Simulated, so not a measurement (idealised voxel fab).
Documented hereafter: the process module known as voxel capacitor over wiring.
This is section cut - it's 245 nm across, gridded in 5 nm square cells.
We lay out every cross-section as a grid of square cells and spell it out in bands from the top down, where one band means one or more rows of cells. For a band, the entry starts with two heights in nm, that of the top and then that of the bottom, and carries on with the band's materials in order from left to right, each alongside its width in nm; the word "all across" beside a single material means it fills the band edge to edge, and "air" means empty space. Where do heights start? At 0: under that level the wafer as delivered is made of one material only. And the lowest band has no floor; it just carries on downward, as in "0 -> down". Read "30..40" as a graded width: first number on top, second number at the bottom, same change between each pair of neighbouring rows. What does "nothing changed" mean for a step? It means no cell of the cross-section changed in that step. In "Enclosed empty spaces" the enclosed voids are listed, meaning empty spaces of 8 cells or larger without any opening to the top. The form is width x height at distance, distance from the left edge, units nm. The remark found on a step's line after its settings is issued by the simulator itself and pertains to that step. The "overlay nm" setting may appear on a step's line; for a step that uses a mask, it gives how far to the right of its planned position the mask lay, and a negative value indicates the left.

-- These are the steps we planned for the process
1) RECEIVE [material Si]
2) CONFORMAL_DEP [material SiO2] [thk nm 15]
3) DIRECTIONAL_DEP [material TiN] [thk nm 5]
4) DIRECTIONAL_DEP [material W] [thk nm 20]
5) DIRECTIONAL_DEP [material aC] [thk nm 15]
6) PATTERN [tone cover] [mask id METAL_1] [material resist] [width nm 30] [pitch nm 90] [thk nm 35] [overlay nm 0]
7) DIRECTIONAL_ETCH [etch materials aC] [depth nm 15]
8) STRIP [etch materials resist]
9) DIRECTIONAL_ETCH [etch materials W] [depth nm 20]
10) DIRECTIONAL_ETCH [etch materials TiN] [depth nm 5]
11) STRIP [etch materials aC]
12) FILL_DEP [material lowk] [thk nm 5]
13) CMP [height nm 40]
14) CONFORMAL_DEP [material SiCN] [thk nm 5]
15) DIRECTIONAL_DEP [material lowk] [thk nm 10]
16) DIRECTIONAL_DEP [material aC] [thk nm 10]
17) PATTERN [tone open] [mask id PLUG_1] [material resist] [width nm 15] [thk nm 25] [overlay nm 0]
18) DIRECTIONAL_ETCH [etch materials aC] [depth nm 10]
19) STRIP [etch materials resist]
20) DIRECTIONAL_ETCH [etch materials lowk] [depth nm 10]
21) DIRECTIONAL_ETCH [etch materials SiCN] [depth nm 5]
22) STRIP [etch materials aC]
23) EPI [material Ru] [thk nm 10]
24) EPI [material Ru] [thk nm 5]
25) DIRECTIONAL_DEP [material TiN] [thk nm 5]
26) DIRECTIONAL_DEP [material Al2O3] [thk nm 5]
27) DIRECTIONAL_DEP [material TiN] [thk nm 5]
28) PATTERN [tone cover] [mask id UPPER_PLATE] [material resist] [width nm 55] [thk nm 15] [overlay nm 0]
29) DIRECTIONAL_ETCH [etch materials TiN] [depth nm 5]
30) DIRECTIONAL_ETCH [etch materials Al2O3] [depth nm 5]
31) STRIP [etch materials resist]
32) DIRECTIONAL_DEP [material aC] [thk nm 10]
33) PATTERN [tone cover] [mask id LOWER_PLATE] [material resist] [width nm 75] [thk nm 30] [overlay nm 0]
34) DIRECTIONAL_ETCH [etch materials aC] [depth nm 10]
35) STRIP [etch materials resist]
36) DIRECTIONAL_ETCH [etch materials TiN] [depth nm 5]
37) STRIP [etch materials aC]
38) FILL_DEP [material SiO2] [thk nm 15]
39) CMP [height nm 80]
40) PATTERN [tone open] [mask id PLUG_2] [material resist] [width nm 15] [thk nm 15] [overlay nm 0]
41) DIRECTIONAL_ETCH [etch materials SiO2] [depth nm 10]
42) STRIP [etch materials resist]
43) CONFORMAL_DEP [material TiN] [thk nm 5]
44) FILL_DEP [material Cu] [thk nm 10]
45) CMP [height nm 80]
46) CONFORMAL_DEP [material SiN] [thk nm 5]
Be aware that, although all wafers share a common starting state, the width nm at step 28 differs among them, and the plan displays the first wafer's value.

-- The as-received cross-section of the first of several wafers corresponds to the state after step 1
	0 -> down = Si all across
	Enclosed empty spaces: none

-- The cross-section of the first of several wafers is given below for the end of the module, after its final step, step 46
	85 -> 80 = SiN all across
	80 -> 75 = 85 of SiO2, then 5 of TiN, then 5 of Cu, then 5 of TiN, then 145 of SiO2
	75 -> 65 = 85..80 of SiO2, then 15..55 of TiN, then 145..110 of SiO2
	65 -> 60 = 80 of SiO2, then 55 of Al2O3, then 110 of SiO2
	60 -> 55 = 70 of SiO2, then 75 of TiN, then 100 of SiO2
	55 -> 45 = 75 of lowk, then 15 of Ru, then 155 of lowk
	45 -> 40 = 75 of SiCN, then 15 of Ru, then 155 of SiCN
	40 -> 20 = 60 of lowk, then 30 of W, then 60 of lowk, then 30 of W, then 65 of lowk
	20 -> 15 = 60 of lowk, then 30 of TiN, then 60 of lowk, then 30 of TiN, then 65 of lowk
	15 -> 0 = SiO2 all across
	0 -> down = Si all across
	Enclosed empty spaces: none

-- Cross-section of the last wafer at end of module
	85 -> 80 = SiN all across
	80 -> 75 = 85 of SiO2, then 5 of TiN, then 5 of Cu, then 5 of TiN, then 145 of SiO2
	75 -> 65 = 85..70 of SiO2, then 15..75 of TiN, then 145..100 of SiO2
	65 -> 60 = 70 of SiO2, then 80 of Al2O3, then 95 of SiO2
	60 -> 55 = 70 of SiO2, then 80 of TiN, then 95 of SiO2
	55 -> 45 = 75 of lowk, then 15 of Ru, then 155 of lowk
	45 -> 40 = 75 of SiCN, then 15 of Ru, then 155 of SiCN
	40 -> 20 = 60 of lowk, then 30 of W, then 60 of lowk, then 30 of W, then 65 of lowk
	20 -> 15 = 60 of lowk, then 30 of TiN, then 60 of lowk, then 30 of TiN, then 65 of lowk
	15 -> 0 = SiO2 all across
	0 -> down = Si all across
	Enclosed empty spaces: none

-- Quick key for the table: a row per wafer, taken at the end of the module. For each material it tells you how many cells the wafer gained (+) or lost (-) since it came in, and the closed voids come after
width nm 55; +11 Al2O3; +1 Cu; +9 Ru; +46 SiCN; +49 SiN; +349 SiO2; +43 TiN; +48 W; +277 lowk; Enclosed empty spaces: none
width nm 60; +12 Al2O3; +1 Cu; +9 Ru; +46 SiCN; +49 SiN; +347 SiO2; +44 TiN; +48 W; +277 lowk; Enclosed empty spaces: none
width nm 65; +13 Al2O3; +1 Cu; +9 Ru; +46 SiCN; +49 SiN; +345 SiO2; +45 TiN; +48 W; +277 lowk; Enclosed empty spaces: none
width nm 70; +14 Al2O3; +1 Cu; +9 Ru; +46 SiCN; +49 SiN; +343 SiO2; +46 TiN; +48 W; +277 lowk; Enclosed empty spaces: none
width nm 75; +15 Al2O3; +1 Cu; +9 Ru; +46 SiCN; +49 SiN; +341 SiO2; +47 TiN; +48 W; +277 lowk; Enclosed empty spaces: none
width nm 80; +16 Al2O3; +1 Cu; +9 Ru; +46 SiCN; +49 SiN; +339 SiO2; +48 TiN; +48 W; +277 lowk; Enclosed empty spaces: none
